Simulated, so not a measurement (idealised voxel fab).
A process module follows: voxel self aligned vias.
Xsec cut, 300 nm wide, square cell size 5 nm.
This document writes a cross-section as a grid whose cells are square, and gives it as bands, listed from the top down; one or more rows of cells form a band. Top height, bottom height, nm. Materials left to right, width each, nm. Single material + "full width" = fills band edge to edge. "blank" = empty. The level at which height equals 0 is the one under which the wafer, as it arrives, is entirely one material. No lower edge exists for the bottom band, which continues downward and is notated as in "top 0, no bottom". Top row gets the first number, bottom row gets the second, and each row in between changes by the same step: that is how a band width like "30 to 40" works. What does "no change occurred" mean for a step? It means no cell of the cross-section changed in that step. Enclosed voids (no open way to top), threshold 8 cells or more, entry "Fully sealed voids", notation width x height at distance, distance from left edge, nm. Where a step's line continues beyond its settings, the continuation is a remark by the simulator itself on that step. overlay nm: step with mask; distance mask lay right of planned place; negative value = left of planned place.
**Here's what the planned process steps look like**
1,RECEIVE [material Si]
2,CONFORMAL_DEP [material SiO2] [thk nm 15]
3,CONFORMAL_DEP [material SiCN] [thk nm 5]
4,DIRECTIONAL_DEP [material lowk] [thk nm 20]
5,DIRECTIONAL_DEP [material aC] [thk nm 10]
6,PATTERN [tone open] [mask id LINES] [material resist] [width nm 20] [pitch nm 60] [thk nm 30] [overlay nm 0]
7,DIRECTIONAL_ETCH [etch materials aC] [depth nm 10]
8,STRIP [etch materials resist]
9,DIRECTIONAL_ETCH [etch materials lowk] [depth nm 20]
10,STRIP [etch materials aC]
11,CONFORMAL_DEP [material TiN] [thk nm 5]
12,FILL_DEP [material W] [thk nm 5]
13,CMP [height nm 40]
14,SELECTIVE_ETCH [etch materials W Ru TiN] [depth nm 10]
15,FILL_DEP [material SiN] [thk nm 10]
16,CMP [height nm 40]
17,DIRECTIONAL_DEP [material lowk] [thk nm 15]
18,PATTERN [tone open] [mask id VIAS] [material resist] [width nm 40] [pitch nm 60] [thk nm 20] [overlay nm 0]
19,DIRECTIONAL_ETCH [etch materials lowk] [depth nm 15]
20,DIRECTIONAL_ETCH [etch materials SiN] [depth nm 10]
21,STRIP [etch materials resist]
22,CONFORMAL_DEP [material TiN] [thk nm 5]
23,FILL_DEP [material W] [thk nm 5]
24,CMP [height nm 55]
25,CONFORMAL_DEP [material SiN] [thk nm 5]
**Cross-section of the incoming wafer, state after step 1**
top 0, no bottom = Si full width
Fully sealed voids: none
**As-planned run: cross-section of the first of two wafers at end of module**
top 60, bottom 55 = SiN full width
top 55, bottom 45 = lowk 100  TiN 5  W 30  TiN 5  lowk 20  TiN 5  W 30  TiN 5  lowk 100
top 45, bottom 35 = lowk 100 to 110  TiN 15 to 5  W 10  TiN 15 to 5  lowk 20 to 40  TiN 15 to 5  W 10  TiN 15 to 5  lowk 100 to 110
top 35, bottom 30 = lowk 110  TiN 20  lowk 40  TiN 20  lowk 110
top 30, bottom 25 = lowk 110  TiN 5  W 10  TiN 5  lowk 40  TiN 5  W 10  TiN 5  lowk 110
top 25, bottom 20 = lowk 110  TiN 20  lowk 40  TiN 20  lowk 110
top 20, bottom 15 = SiCN full width
top 15, bottom 0 = SiO2 full width
top 0, no bottom = Si full width
Fully sealed voids: none
**Here's the second of our two wafers sectioned at module end. Same start as the first, same plan, but one mistake got made running it**
top 60, bottom 55 = SiN full width
top 55, bottom 45 = lowk 100  TiN 5  W 30  TiN 5  lowk 20  TiN 5  W 30  TiN 5  lowk 100
top 45, bottom 35 = lowk 100  TiN 5  W 10  TiN 25 to 5  lowk 20 to 40  TiN 5  W 10  TiN 25 to 5  lowk 100 to 120
top 35, bottom 30 = lowk 100  TiN 20  lowk 40  TiN 20  lowk 120
top 30, bottom 25 = lowk 100  TiN 5  W 10  TiN 5  lowk 40  TiN 5  W 10  TiN 5  lowk 120
top 25, bottom 20 = lowk 100  TiN 20  lowk 40  TiN 20  lowk 120
top 20, bottom 15 = SiCN full width
top 15, bottom 0 = SiO2 full width
top 0, no bottom = Si full width
Fully sealed voids: none
Diagnosis: step 6 ran with different settings than intended, the actual operation and settings being PATTERN [tone open] [mask id LINES] [material resist] [width nm 20] [pitch nm 60] [thk nm 30] [overlay nm -10]
The concluding comparison shows that, measured in cells, each material is equally abundant on both wafers, albeit at different positions.
